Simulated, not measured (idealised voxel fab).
process module | voxel fin reveal
cross-section cut | 180 nm wide | cells 5 nm
A cross-section is a grid of square cells, given in bands from the top down. A band is one or more rows of cells.
Each band's line starts with the height of the band's top and of its bottom, in nm. Then come its materials from left to right, each with its width in nm. One material with "throughout" fills the band from edge to edge. "air" is empty space.
Height 0 is the level under which the wafer as received is all one material. The lowest band goes on downwards, as in "0 down".
A width such as "30 to 40" changes by the same amount from each row of cells to the next, from the band's top row to its bottom row.
"no change" after a step means that no cell of the cross-section changed.
closed voids: empty space of 8 cells or more with no open way to the top, each as width x height at its distance from the left edge, in nm
after a step's settings: what the simulator itself notes on the step
overlay nm, on a step with a mask: how far to the right of its planned place the mask lay; to the left if negative
plan
1 op RECEIVE | material Si
2 op CONFORMAL_DEP | material SiN | thk nm 5
3 op DIRECTIONAL_DEP | material aC | thk nm 10
4 op PATTERN | tone cover | mask id FINS | material resist | width nm 15 | pitch nm 45 | thk nm 25 | overlay nm 0
5 op DIRECTIONAL_ETCH | etch materials aC | depth nm 10
6 op STRIP | etch materials resist
7 op DIRECTIONAL_ETCH | etch materials SiN | depth nm 10
8 op DIRECTIONAL_ETCH | etch materials Si | depth nm 30
9 op STRIP | etch materials aC
10 op FILL_DEP | material SiO2 | thk nm 10
11 op CMP | height nm 10
12 op SELECTIVE_ETCH | etch materials SiO2 | depth nm 30
13 op STRIP | etch materials SiN
14 op CONFORMAL_DEP | material HfO2 | thk nm 5
varied across the wafers: thk nm of step 2. The plan shows the first wafer's value. All wafers start alike
first wafer as received, after step 1
  0 down: Si throughout
  closed voids: none
first wafer at the end, after step 14
  5 to 0: air 55 | HfO2 25 | air 20 | HfO2 25 | air 55
  0 to -15: air 55 | HfO2 5 | Si 15 | HfO2 5 | air 20 | HfO2 5 | Si 15 | HfO2 5 | air 55
  -15 to -20: HfO2 60 | Si 15 | HfO2 30 | Si 15 | HfO2 60
  -20 to -30: SiO2 60 | Si 15 | SiO2 30 | Si 15 | SiO2 60
  -30 down: Si throughout
  closed voids: none
last wafer at the end
  5 to 0: HfO2 throughout
  0 down: Si throughout
  closed voids: none
each wafer at the end: cells of each material gained (+) or lost (-) since it was received, then its closed voids
thk nm 5 | +52 HfO2 | -180 Si | +60 SiO2 | closed voids: none
thk nm 10 | +52 HfO2 | -180 Si | +60 SiO2 | closed voids: none
thk nm 15 | +36 HfO2 | closed voids: none
thk nm 20 | +36 HfO2 | closed voids: none
thk nm 25 | +36 HfO2 | closed voids: none
